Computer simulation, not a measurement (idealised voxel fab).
The process module presented herein is designated voxel double patterning.
The width of the displayed cross-section, cut, is 255 nm; its cells are square, with a size of 5 nm.
For the purposes of this document, a cross-section shall be understood as a grid of square cells, specified as bands listed in top-to-bottom order, each band consisting of one or more rows of cells. Quick guide to a band line: top height, bottom height (nm) up front; then every material left to right with its width in nm. Only one material and it's marked "throughout"? Then it fills the band edge to edge. And "blank" just means empty space. Height is counted from the level 0, under which the received wafer is composed throughout of one material. The lowest of the bands is not closed at the bottom but continues downward, in the notation "top 0, no bottom". It should be noted that a width expressed as "30 to 40" varies in equal increments from row to row of cells within the band, taking the value of the first number at the top row and that of the second number at the bottom row. "nothing got changed" for a step: no cell of the cross-section changed in that step. "Enclosed void listing" lists enclosed empty spaces (at least 8 cells, no open path upward to the top), each as width x height at distance from the left edge, in nm. Heads up: the bit after the settings on a step's line is the simulator's remark on that step. You can add "overlay nm" to a step's line. For a step with a mask, it describes how far the mask lay to the right of its planned position, and a negative number describes a lay to the left.

## This section lists the process steps that were planned
| 1 | RECEIVE (material Si) |
| 2 | CONFORMAL_DEP (material SiO2; thk nm 10) |
| 3 | DIRECTIONAL_DEP (material polySi; thk nm 15) |
| 4 | DIRECTIONAL_DEP (material SiCN; thk nm 5) |
| 5 | PATTERN (tone open; mask id FIRST; material resist; width nm 15; pitch nm 50; thk nm 15; overlay nm 0) |
| 6 | DIRECTIONAL_ETCH (etch materials SiCN; depth nm 5) |
| 7 | STRIP (etch materials resist) |
| 8 | MASKED_ETCH (tone open; mask id SECOND; width nm 15; etch materials SiCN; depth nm 5; overlay nm 0) |
| 9 | DIRECTIONAL_ETCH (etch materials polySi; depth nm 15) |
| 10 | STRIP (etch materials SiCN) |

## Wafer cross-section on receipt, i.e. after step 1
	top 0, no bottom | Si throughout
	Enclosed void listing: none

## What the wafer looks like in cross-section after this module, when it starts as shown above and follows the plan above but one mistake is made in running it
	top 25, bottom 10 | 95 polySi; 15 blank; 10 polySi; 20 blank; 5 polySi; 15 blank; 95 polySi
	top 10, bottom 0 | SiO2 throughout
	top 0, no bottom | Si throughout
	Enclosed void listing: none
Deviation noted in wafer processing: step 8 went in with a setting other than planned; the actual run was MASKED_ETCH (tone open; mask id SECOND; width nm 20; etch materials SiCN; depth nm 5; overlay nm 0)
